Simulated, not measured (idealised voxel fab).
process module | voxel transistor to metal
cross-section cut | 205 nm wide | cells 5 nm
A cross-section is a grid of square cells, given in bands from the top down. A band is one or more rows of cells.
Each band's line starts with the height of the band's top and of its bottom, in nm. Then come its materials from left to right, each with its width in nm. One material with "throughout" fills the band from edge to edge. "air" is empty space.
Height 0 is the level under which the wafer as received is all one material. The lowest band goes on downwards, as in "0 down".
A width such as "30 to 40" changes by the same amount from each row of cells to the next, from the band's top row to its bottom row.
"no change" after a step means that no cell of the cross-section changed.
closed voids: empty space of 8 cells or more with no open way to the top, each as width x height at its distance from the left edge, in nm
after a step's settings: what the simulator itself notes on the step
overlay nm, on a step with a mask: how far to the right of its planned place the mask lay; to the left if negative
plan
1 op RECEIVE | material Si
2 op OXIDIZE | depth nm 5
3 op CONFORMAL_DEP | material SiN | thk nm 10
4 op PATTERN | tone cover | mask id ACTIVE | material resist | width nm 110 | thk nm 15 | overlay nm 0
5 op DIRECTIONAL_ETCH | etch materials SiN | depth nm 10
6 op DIRECTIONAL_ETCH | etch materials SiO2 | depth nm 5
7 op DIRECTIONAL_ETCH | etch materials Si | depth nm 35
8 op STRIP | etch materials resist
9 op OXIDIZE | depth nm 5
10 op FILL_DEP | material SiO2 | thk nm 15
11 op CMP | height nm 10
12 op SELECTIVE_ETCH | etch materials SiO2 | depth nm 10
13 op STRIP | etch materials SiN
14 op SELECTIVE_ETCH | etch materials SiO2 | depth nm 5
15 op OXIDIZE | depth nm 5
16 op DIRECTIONAL_DEP | material polySi | thk nm 25
17 op DIRECTIONAL_DEP | material SiCN | thk nm 15
18 op MASKED_ETCH | tone cover | mask id GATE | width nm 20 | etch materials SiCN | depth nm 25 | overlay nm 0
19 op MASKED_ETCH | tone cover | mask id GATE | width nm 20 | etch materials polySi | depth nm 35 | overlay nm 0
20 op CONFORMAL_DEP | material SiN | thk nm 5
21 op DIRECTIONAL_ETCH | etch materials SiN | depth nm 5
22 op DIRECTIONAL_ETCH | etch materials SiO2 | depth nm 5
23 op DIRECTIONAL_ETCH | etch materials Si | depth nm 5
24 op EPI | material pSi | thk nm 10
25 op FILL_DEP | material SiO2 | thk nm 10
26 op CMP | height nm 35
27 op DIRECTIONAL_DEP | material SiO2 | thk nm 10
28 op DIRECTIONAL_DEP | material aC | thk nm 15
29 op PATTERN | tone open | mask id CONTACT | material resist | width nm 15 | pitch nm 75 | thk nm 30 | overlay nm 0
30 op DIRECTIONAL_ETCH | etch materials aC | depth nm 15
31 op STRIP | etch materials resist
32 op DIRECTIONAL_ETCH | etch materials SiO2 | depth nm 50
33 op STRIP | etch materials aC
34 op CONFORMAL_DEP | material TiN | thk nm 5
35 op FILL_DEP | material W | thk nm 5
36 op CMP | height nm 45
37 op DIRECTIONAL_DEP | material TiN | thk nm 5
38 op DIRECTIONAL_DEP | material W | thk nm 25
39 op PATTERN | tone cover | mask id METAL_1 | material resist | width nm 15 | pitch nm 75 | thk nm 15 | overlay nm 0
40 op DIRECTIONAL_ETCH | etch materials W | depth nm 25
41 op DIRECTIONAL_ETCH | etch materials TiN | depth nm 5
42 op STRIP | etch materials resist
43 op FILL_DEP | material lowk | thk nm 10
44 op CMP | height nm 75
45 op CONFORMAL_DEP | material SiCN | thk nm 5
46 op DIRECTIONAL_DEP | material lowk | thk nm 35
47 op MASKED_ETCH | tone open | mask id METAL_2 | width nm 15 | pitch nm 75 | etch materials lowk | depth nm 20 | overlay nm 0
48 op MASKED_ETCH | tone open | mask id METAL_2_HOLES | width nm 15 | pitch nm 75 | etch materials lowk | depth nm 15 | overlay nm 0
49 op MASKED_ETCH | tone open | mask id METAL_2_HOLES | width nm 15 | pitch nm 75 | etch materials SiCN | depth nm 5 | overlay nm 0
50 op CONFORMAL_DEP | material TiN | thk nm 5
51 op FILL_DEP | material Cu | thk nm 5
52 op CMP | height nm 115
53 op CONFORMAL_DEP | material SiN | thk nm 5
as received, after step 1
  0 down: Si throughout
  closed voids: none
first wafer at the end, as planned
  120 to 115: SiN throughout
  115 to 80: lowk 55 | TiN 5 | Cu 5 | TiN 5 | lowk 60 | TiN 5 | Cu 5 | TiN 5 | lowk 60
  80 to 75: SiCN 55 | TiN 15 | SiCN 60 | TiN 15 | SiCN 60
  75 to 50: lowk 55 | W 15 | lowk 60 | W 15 | lowk 60
  50 to 45: lowk 55 | TiN 15 | lowk 60 | TiN 15 | lowk 60
  45 to 35: SiO2 55 | TiN 5 | W 5 | TiN 5 | SiO2 60 | TiN 5 | W 5 | TiN 5 | SiO2 60
  35 to 20: SiO2 55 | TiN 5 | W 5 | TiN 5 | SiO2 15 | SiN 5 | SiCN 20 | SiN 5 | SiO2 15 | TiN 5 | W 5 | TiN 5 | SiO2 60
  20 to 0: SiO2 55 | TiN 5 | W 5 | TiN 5 | SiO2 15 | SiN 5 | polySi 20 | SiN 5 | SiO2 15 | TiN 5 | W 5 | TiN 5 | SiO2 60
  0 to -5: SiO2 55 | TiN 15 | SiO2 5 | pSi 10 | SiN 5 | polySi 20 | SiN 5 | pSi 10 | SiO2 5 | TiN 15 | SiO2 60
  -5 to -10: SiO2 45 | pSi 40 | SiO2 30 | pSi 40 | SiO2 50
  -10 to -15: SiO2 50 | pSi 35 | Si 30 | pSi 35 | SiO2 55
  -15 to -45: SiO2 50 | Si 100 | SiO2 55
  -45 down: Si throughout
  closed voids: none
second wafer at the end: like start, like plan, one mistake
  120 to 115: SiN throughout
  115 to 80: lowk 55 | TiN 5 | Cu 5 | TiN 5 | lowk 60 | TiN 5 | Cu 5 | TiN 5 | lowk 60
  80 to 75: SiCN 55 | TiN 15 | SiCN 60 | TiN 15 | SiCN 60
  75 to 50: lowk 55 | W 15 | lowk 60 | W 15 | lowk 60
  50 to 45: lowk 55 | TiN 15 | lowk 60 | TiN 15 | lowk 60
  45 to 35: SiO2 55 | TiN 5 | W 5 | TiN 5 | SiO2 60 | TiN 5 | W 5 | TiN 5 | SiO2 60
  35 to 20: SiO2 55 | TiN 5 | W 5 | TiN 5 | SiO2 15 | SiN 5 | SiCN 20 | SiN 5 | SiO2 15 | TiN 5 | W 5 | TiN 5 | SiO2 60
  20 to 0: SiO2 55 | TiN 5 | W 5 | TiN 5 | SiO2 15 | SiN 5 | polySi 20 | SiN 5 | SiO2 15 | TiN 5 | W 5 | TiN 5 | SiO2 60
  0 to -5: SiO2 55 | TiN 15 | SiO2 15 | SiN 5 | polySi 20 | SiN 5 | SiO2 15 | TiN 15 | SiO2 60
  -5 to -10: SiO2 80 | pSi 5 | SiO2 30 | pSi 5 | SiO2 85
  -10 to -15: SiO2 50 | pSi 35 | Si 30 | pSi 35 | SiO2 55
  -15 to -45: SiO2 50 | Si 100 | SiO2 55
  -45 down: Si throughout
  closed voids: none
what went wrong: step 24 ran as: op EPI | material pSi | thk nm 5
at the end the second wafer has, in cells: 18 more of SiO2 | 18 fewer of pSi
